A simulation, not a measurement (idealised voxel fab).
Title: Process Module voxel self aligned vias
Shown is cross-section cut, with a width of 285 nm and square cells of size 5 nm.
Reading order for cross-sections: top band down to bottom band. Underlying form: a grid of square cells. Band size: one or more rows of cells. Band entry format. Leading values: height of top, height of bottom, nm. Remainder: materials in left-to-right order, each with its width in nm. Special words: "throughout" on a single material, which then fills the band edge to edge; "empty", empty space. Beneath 0, the wafer as received is one material, and that level is where height counting begins. The lowest band goes on downward without a bottom; it is written like "0 and below". Think of "30->40" as a width that walks from the first number to the second as you go down the band, top row to bottom row, taking equal-sized steps from row to row. "remains unaltered" means the step left every cell of the cross-section as it was. Any empty space of 8 cells or more lacking an open way to the top shows up in "Unvented cavities" as width x height at distance, distance from the left edge, in nm. Text after the settings on a step's line: the simulator's own remark on that step. overlay nm: for a step with a mask, the amount by which the mask lay right of where it was planned; a negative amount means left of it.

# The process steps that were planned are listed below
1: RECEIVE, material Si
2: CONFORMAL_DEP, material SiO2, thk nm 10
3: CONFORMAL_DEP, material SiCN, thk nm 5
4: DIRECTIONAL_DEP, material SiO2, thk nm 30
5: PATTERN, tone open, mask id LINES, material resist, width nm 30, pitch nm 60, thk nm 15, overlay nm 0
6: DIRECTIONAL_ETCH, etch materials SiO2, depth nm 30
7: STRIP, etch materials resist
8: CONFORMAL_DEP, material TiN, thk nm 5
9: FILL_DEP, material W, thk nm 5
10: CMP, height nm 45
11: SELECTIVE_ETCH, etch materials W Ru TiN, depth nm 10
12: FILL_DEP, material SiN, thk nm 5
13: CMP, height nm 45
14: DIRECTIONAL_DEP, material SiO2, thk nm 15
15: MASKED_ETCH, tone open, mask id VIAS, width nm 40, pitch nm 60, etch materials SiO2, depth nm 15, overlay nm 0
16: MASKED_ETCH, tone open, mask id VIAS, width nm 40, pitch nm 60, etch materials SiN, depth nm 10, overlay nm 0
17: CONFORMAL_DEP, material TiN, thk nm 5
18: FILL_DEP, material W, thk nm 10
19: CMP, height nm 60
20: CONFORMAL_DEP, material SiCN, thk nm 5

# As-received state of the wafer in cross-section, equivalent to post-step 1
  0 and below: Si throughout
  Unvented cavities: none

# Wafer cross-section at end of module: start and plan as shown above, one execution error
  65 down to 60: SiCN throughout
  60 down to 50: SiO2 90, then TiN 5, then W 30, then TiN 5, then SiO2 20, then TiN 5, then W 30, then TiN 5, then SiO2 95
  50 down to 40: SiO2 90->95, then TiN 10->5, then W 20, then TiN 10->5, then SiO2 20->30, then TiN 10->5, then W 20, then TiN 10->5, then SiO2 95->100
  40 down to 35: SiO2 95, then TiN 30, then SiO2 30, then TiN 30, then SiO2 100
  35 down to 20: SiO2 95, then TiN 5, then W 20, then TiN 5, then SiO2 30, then TiN 5, then W 20, then TiN 5, then SiO2 100
  20 down to 15: SiO2 95, then TiN 30, then SiO2 30, then TiN 30, then SiO2 100
  15 down to 10: SiCN throughout
  10 down to 0: SiN throughout
  0 and below: Si throughout
  Unvented cavities: none
Diagnosis: step 2 did not use the planned setting and instead ran as CONFORMAL_DEP, material SiN, thk nm 10
